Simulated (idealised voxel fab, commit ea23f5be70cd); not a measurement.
Process module under the name voxel lift off
Square cell edge 5 nm, section width 245 nm, ID cut.
If you're reading a cross-section in this doc, picture square cells in a grid; it comes to you as bands, top ones listed first down to the bottom, and a band can be one or more rows of cells.
Top height, bottom height, nm. Materials left to right, width each, nm. Single material + "edge to edge" = fills band edge to edge. "blank" = empty.
Heights are reckoned from 0. Under this level, the received wafer is all of one material. The bottommost band is open-ended downward, for example "0 nm and below".
The expression "30->40" gives the width at the extremes of the band, the first number at its top row of cells and the second at its bottom row, with the width changing by equal amounts from each row to the next in between.
Take "same as before" at face value: in the step it is given for, the cross-section changed in none of its cells.
In the "Unvented voids" entry, you get each enclosed empty space of 8 cells or more, one with no open way to the top, written width x height at distance, distance from the left edge, in nm.
Read whatever lies past the settings on a step's line as the simulator's own remark about the step.
overlay nm: where the mask lay relative to plan, measured to the right, on steps with a mask; negatives go left.
[The process steps that were planned are listed below]
| 1 | RECEIVE (material Si) |
| 2 | CONFORMAL_DEP (material SiO2; thk nm 10) |
| 3 | PATTERN (tone open; mask id LINES; material resist; width nm 30; pitch nm 45; thk nm 30; overlay nm 0) |
| 4 | DIRECTIONAL_DEP (material Ru; thk nm 15) |
| 5 | STRIP (etch materials resist) |
| 6 | CONFORMAL_DEP (material SiCN; thk nm 5) |
[Cross-section of the wafer as it came to us, i.e., already through step 1]
- 0 nm and below  Si edge to edge
- Unvented voids: none
[Below is the wafer in cross-section after the module was completed. It began from the starting point shown above and followed the plan shown above, except that one mistake was made while running it]
- 30 nm to 25 nm  60 of blank / 30 of SiCN / 15 of blank / 30 of SiCN / 15 of blank / 30 of SiCN / 65 of blank
- 25 nm to 15 nm  60 of blank / 5 of SiCN / 20 of Ru / 5 of SiCN / 15 of blank / 5 of SiCN / 20 of Ru / 5 of SiCN / 15 of blank / 5 of SiCN / 20 of Ru / 5 of SiCN / 65 of blank
- 15 nm to 10 nm  65 of SiCN / 20 of Ru / 25 of SiCN / 20 of Ru / 25 of SiCN / 20 of Ru / 70 of SiCN
- 10 nm to 0 nm  SiO2 edge to edge
- 0 nm and below  Si edge to edge
- Unvented voids: none
Want to know what went wrong? heads up, step 3 didn't go per plan, it actually ran as PATTERN (tone open; mask id LINES; material resist; width nm 20; pitch nm 45; thk nm 30; overlay nm 0)
